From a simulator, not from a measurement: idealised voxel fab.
Proc. module: voxel wiring stack
Each square cell in cross-section cut measures 5 nm, and the section as a whole is 165 nm wide.
Cross-section, as written here: a square-cell grid given band by band from the top down, where a band holds one or more rows of cells.
Heads up on the band format: heights come first, top then bottom, in nm. After that it's the materials left to right, each with its width in nm. A single material flagged "all across" fills the whole band edge to edge, and "blank" means there's empty space there.
Beneath 0, the wafer as received is one material, and that level is where height counting begins. The lowest band goes on downward without a bottom; it is written like "from 0 down".
Think of "30..40" as a width that walks from the first number to the second as you go down the band, top row to bottom row, taking equal-sized steps from row to row.
When a step is marked "identical to before", none of the cells in the cross-section changed during that step.
Entrapped voids: empty space of 8 cells or more with no open way to the top, each as width x height at its distance from the left edge, in nm
after a step's settings: what the simulator itself notes on the step
overlay nm: right-of-plan distance of the mask on a masked step; negative values mean left-of-plan.
[Below is the list of planned process steps]
step 1: RECEIVE,material Si
step 2: CONFORMAL_DEP,material SiO2,thk nm 15
step 3: CONFORMAL_DEP,material SiN,thk nm 5
step 4: DIRECTIONAL_DEP,material lowk,thk nm 15
step 5: PATTERN,tone open,mask id METAL_1,material resist,width nm 30,pitch nm 55,thk nm 20,overlay nm 0
step 6: DIRECTIONAL_ETCH,etch materials lowk,depth nm 15
step 7: DIRECTIONAL_ETCH,etch materials SiN,depth nm 5
step 8: STRIP,etch materials resist
step 9: CONFORMAL_DEP,material TiN,thk nm 5
step 10: FILL_DEP,material W,thk nm 5
step 11: CMP,height nm 35
step 12: EPI,material Ru,thk nm 5
step 13: FILL_DEP,material SiCN,thk nm 5
step 14: DIRECTIONAL_DEP,material lowk,thk nm 30
step 15: DIRECTIONAL_DEP,material aC,thk nm 15
step 16: PATTERN,tone open,mask id METAL_2_HOLES,material resist,width nm 15,thk nm 35,overlay nm 0
step 17: DIRECTIONAL_ETCH,etch materials aC,depth nm 15
step 18: STRIP,etch materials resist
step 19: DIRECTIONAL_ETCH,etch materials lowk,depth nm 30
step 20: STRIP,etch materials aC
step 21: DIRECTIONAL_DEP,material aC,thk nm 10
step 22: PATTERN,tone open,mask id METAL_2,material resist,width nm 30,pitch nm 55,thk nm 25,overlay nm 0
step 23: DIRECTIONAL_ETCH,etch materials aC,depth nm 10
step 24: STRIP,etch materials resist
step 25: DIRECTIONAL_ETCH,etch materials lowk,depth nm 20
step 26: DIRECTIONAL_ETCH,etch materials SiCN,depth nm 5
step 27: STRIP,etch materials aC
step 28: CONFORMAL_DEP,material TiN,thk nm 5
step 29: FILL_DEP,material Cu,thk nm 10
step 30: CMP,height nm 75
step 31: CONFORMAL_DEP,material SiN,thk nm 5
[The first of the two wafers, which ran as planned]
[Cross-section: wafer on arrival = after step 1]
	from 0 down | Si all across
	Entrapped voids: none
[Cross-sectional representation of the wafer at the conclusion of step 2]
	from 15 to 0 | SiO2 all across
	Anything lower than 0 is untouched.
[Cross-sectional representation of the wafer at the conclusion of step 3]
	from 20 to 15 | SiN all across
	Anything lower than 15 is untouched.
[Cross-sectional representation of the wafer at the conclusion of step 4]
	from 35 to 20 | lowk all across
	Anything lower than 20 is untouched.
[Cross-sectional representation of the wafer at the conclusion of step 5]
	from 55 to 35 | 40 of resist / 30 of blank / 25 of resist / 30 of blank / 40 of resist
	Anything lower than 35 is untouched.
[Cross-sectional representation of the wafer at the conclusion of step 6]
	from 55 to 35 | 40 of resist / 30 of blank / 25 of resist / 30 of blank / 40 of resist
	from 35 to 20 | 40 of lowk / 30 of blank / 25 of lowk / 30 of blank / 40 of lowk
	Anything lower than 20 is untouched.
[Cross-sectional representation of the wafer at the conclusion of step 7]
	from 55 to 35 | 40 of resist / 30 of blank / 25 of resist / 30 of blank / 40 of resist
	from 35 to 20 | 40 of lowk / 30 of blank / 25 of lowk / 30 of blank / 40 of lowk
	from 20 to 15 | 40 of SiN / 30 of blank / 25 of SiN / 30 of blank / 40 of SiN
	Anything lower than 15 is untouched.
[Cross-sectional representation of the wafer at the conclusion of step 8]
	from 35 to 20 | 40 of lowk / 30 of blank / 25 of lowk / 30 of blank / 40 of lowk
	Anything lower than 20 is untouched.
[Cross-sectional representation of the wafer at the conclusion of step 9]
	from 40 to 35 | 45 of TiN / 20 of blank / 35 of TiN / 20 of blank / 45 of TiN
	from 35 to 20 | 40 of lowk / 5 of TiN / 20 of blank / 5 of TiN / 25 of lowk / 5 of TiN / 20 of blank / 5 of TiN / 40 of lowk
	from 20 to 15 | 40 of SiN / 30 of TiN / 25 of SiN / 30 of TiN / 40 of SiN
	Anything lower than 15 is untouched.
[Cross-sectional representation of the wafer at the conclusion of step 10]
	from 45 to 40 | W all across
	from 40 to 35 | 45 of TiN / 20 of W / 35 of TiN / 20 of W / 45 of TiN
	from 35 to 20 | 40 of lowk / 5 of TiN / 20 of W / 5 of TiN / 25 of lowk / 5 of TiN / 20 of W / 5 of TiN / 40 of lowk
	Anything lower than 20 is untouched.
[Cross-sectional representation of the wafer at the conclusion of step 11]
	from 35 to 20 | 40 of lowk / 5 of TiN / 20 of W / 5 of TiN / 25 of lowk / 5 of TiN / 20 of W / 5 of TiN / 40 of lowk
	Anything lower than 20 is untouched.
[Cross-sectional representation of the wafer at the conclusion of step 12]
	from 40 to 35 | 35 of blank / 40 of Ru / 15 of blank / 40 of Ru / 35 of blank
	Anything lower than 35 is untouched.
[Cross-sectional representation of the wafer at the conclusion of step 13]
	from 45 to 40 | SiCN all across
	from 40 to 35 | 35 of SiCN / 40 of Ru / 15 of SiCN / 40 of Ru / 35 of SiCN
	Anything lower than 35 is untouched.
[Cross-sectional representation of the wafer at the conclusion of step 14]
	from 75 to 45 | lowk all across
	Anything lower than 45 is untouched.
[Cross-sectional representation of the wafer at the conclusion of step 15]
	from 90 to 75 | aC all across
	Anything lower than 75 is untouched.
[Cross-sectional representation of the wafer at the conclusion of step 16]
	from 125 to 90 | 40 of resist / 15 of blank / 110 of resist
	Anything lower than 90 is untouched.
[Cross-sectional representation of the wafer at the conclusion of step 17]
	from 110 to 90 | 40 of resist / 15 of blank / 110 of resist
	from 90 to 75 | 40 of aC / 15 of blank / 110 of aC
	Anything lower than 75 is untouched.
[Cross-sectional representation of the wafer at the conclusion of step 18]
	from 90 to 75 | 40 of aC / 15 of blank / 110 of aC
	Anything lower than 75 is untouched.
[Cross-sectional representation of the wafer at the conclusion of step 19]
	from 90 to 75 | 40 of aC / 15 of blank / 110 of aC
	from 75 to 45 | 40 of lowk / 15 of blank / 110 of lowk
	Anything lower than 45 is untouched.
[Cross-sectional representation of the wafer at the conclusion of step 20]
	from 75 to 45 | 40 of lowk / 15 of blank / 110 of lowk
	Anything lower than 45 is untouched.
[Cross-sectional representation of the wafer at the conclusion of step 21]
	from 85 to 75 | 40 of aC / 15 of blank / 110 of aC
	from 75 to 55 | 40 of lowk / 15 of blank / 110 of lowk
	from 55 to 45 | 40 of lowk / 15 of aC / 110 of lowk
	Anything lower than 45 is untouched.
[Cross-sectional representation of the wafer at the conclusion of step 22]
	from 110 to 85 | 40 of resist / 30 of blank / 25 of resist / 30 of blank / 40 of resist
	Anything lower than 85 is untouched.
[Cross-sectional representation of the wafer at the conclusion of step 23]
	from 100 to 85 | 40 of resist / 30 of blank / 25 of resist / 30 of blank / 40 of resist
	from 85 to 75 | 40 of aC / 30 of blank / 25 of aC / 30 of blank / 40 of aC
	from 75 to 45 | 40 of lowk / 15 of blank / 110 of lowk
	Anything lower than 45 is untouched.
[Cross-sectional representation of the wafer at the conclusion of step 24]
	from 85 to 75 | 40 of aC / 30 of blank / 25 of aC / 30 of blank / 40 of aC
	Anything lower than 75 is untouched.
[Cross-sectional representation of the wafer at the conclusion of step 25]
	from 85 to 75 | 40 of aC / 30 of blank / 25 of aC / 30 of blank / 40 of aC
	from 75 to 55 | 40 of lowk / 30 of blank / 25 of lowk / 30 of blank / 40 of lowk
	Anything lower than 55 is untouched.
[Cross-sectional representation of the wafer at the conclusion of step 26]
	from 85 to 75 | 40 of aC / 30 of blank / 25 of aC / 30 of blank / 40 of aC
	from 75 to 55 | 40 of lowk / 30 of blank / 25 of lowk / 30 of blank / 40 of lowk
	from 55 to 45 | 40 of lowk / 15 of blank / 110 of lowk
	from 45 to 40 | 40 of SiCN / 15 of blank / 110 of SiCN
	Anything lower than 40 is untouched.
[Cross-sectional representation of the wafer at the conclusion of step 27]
	from 75 to 55 | 40 of lowk / 30 of blank / 25 of lowk / 30 of blank / 40 of lowk
	Anything lower than 55 is untouched.
[Cross-sectional representation of the wafer at the conclusion of step 28]
	from 80 to 75 | 45 of TiN / 20 of blank / 35 of TiN / 20 of blank / 45 of TiN
	from 75 to 60 | 40 of lowk / 5 of TiN / 20 of blank / 5 of TiN / 25 of lowk / 5 of TiN / 20 of blank / 5 of TiN / 40 of lowk
	from 60 to 55 | 40 of lowk / 5 of TiN / 5 of blank / 20 of TiN / 25 of lowk / 30 of TiN / 40 of lowk
	from 55 to 45 | 40 of lowk / 5 of TiN / 5 of blank / 5 of TiN / 110 of lowk
	from 45 to 40 | 40 of SiCN / 15 of TiN / 110 of SiCN
	Anything lower than 40 is untouched.
[Cross-sectional representation of the wafer at the conclusion of step 29]
	from 90 to 80 | Cu all across
	from 80 to 75 | 45 of TiN / 20 of Cu / 35 of TiN / 20 of Cu / 45 of TiN
	from 75 to 60 | 40 of lowk / 5 of TiN / 20 of Cu / 5 of TiN / 25 of lowk / 5 of TiN / 20 of Cu / 5 of TiN / 40 of lowk
	from 60 to 55 | 40 of lowk / 5 of TiN / 5 of Cu / 20 of TiN / 25 of lowk / 30 of TiN / 40 of lowk
	from 55 to 45 | 40 of lowk / 5 of TiN / 5 of Cu / 5 of TiN / 110 of lowk
	Anything lower than 45 is untouched.
[Cross-sectional representation of the wafer at the conclusion of step 30]
	from 75 to 60 | 40 of lowk / 5 of TiN / 20 of Cu / 5 of TiN / 25 of lowk / 5 of TiN / 20 of Cu / 5 of TiN / 40 of lowk
	Anything lower than 60 is untouched.
[Cross-sectional representation of the wafer at the conclusion of step 31]
	from 80 to 75 | SiN all across
	Anything lower than 75 is untouched.
[Companion wafer, the second of two: same beginning, same intended sequence, one mistake in carrying it out; through step 28 inclusive it tracks the first exactly]
[when step 29 should have ended]
	from 90 to 80 | W all across
	from 80 to 75 | 45 of TiN / 20 of W / 35 of TiN / 20 of W / 45 of TiN
	from 75 to 60 | 40 of lowk / 5 of TiN / 20 of W / 5 of TiN / 25 of lowk / 5 of TiN / 20 of W / 5 of TiN / 40 of lowk
	from 60 to 55 | 40 of lowk / 5 of TiN / 5 of W / 20 of TiN / 25 of lowk / 30 of TiN / 40 of lowk
	from 55 to 45 | 40 of lowk / 5 of TiN / 5 of W / 5 of TiN / 110 of lowk
	Anything lower than 45 is untouched.
[when step 30 should have ended]
	from 75 to 60 | 40 of lowk / 5 of TiN / 20 of W / 5 of TiN / 25 of lowk / 5 of TiN / 20 of W / 5 of TiN / 40 of lowk
	Anything lower than 60 is untouched.
[when step 31 should have ended]
	from 80 to 75 | SiN all across
	Anything lower than 75 is untouched.
Heads up, the wafer didn't run the way we planned it: so step 29 ended up running with a different setting than we planned, it ran as FILL_DEP,material W,thk nm 10
The final cell counts differ between the wafers, with the second having more or fewer of some materials than the first: 27 fewer of Cu; 27 more of W
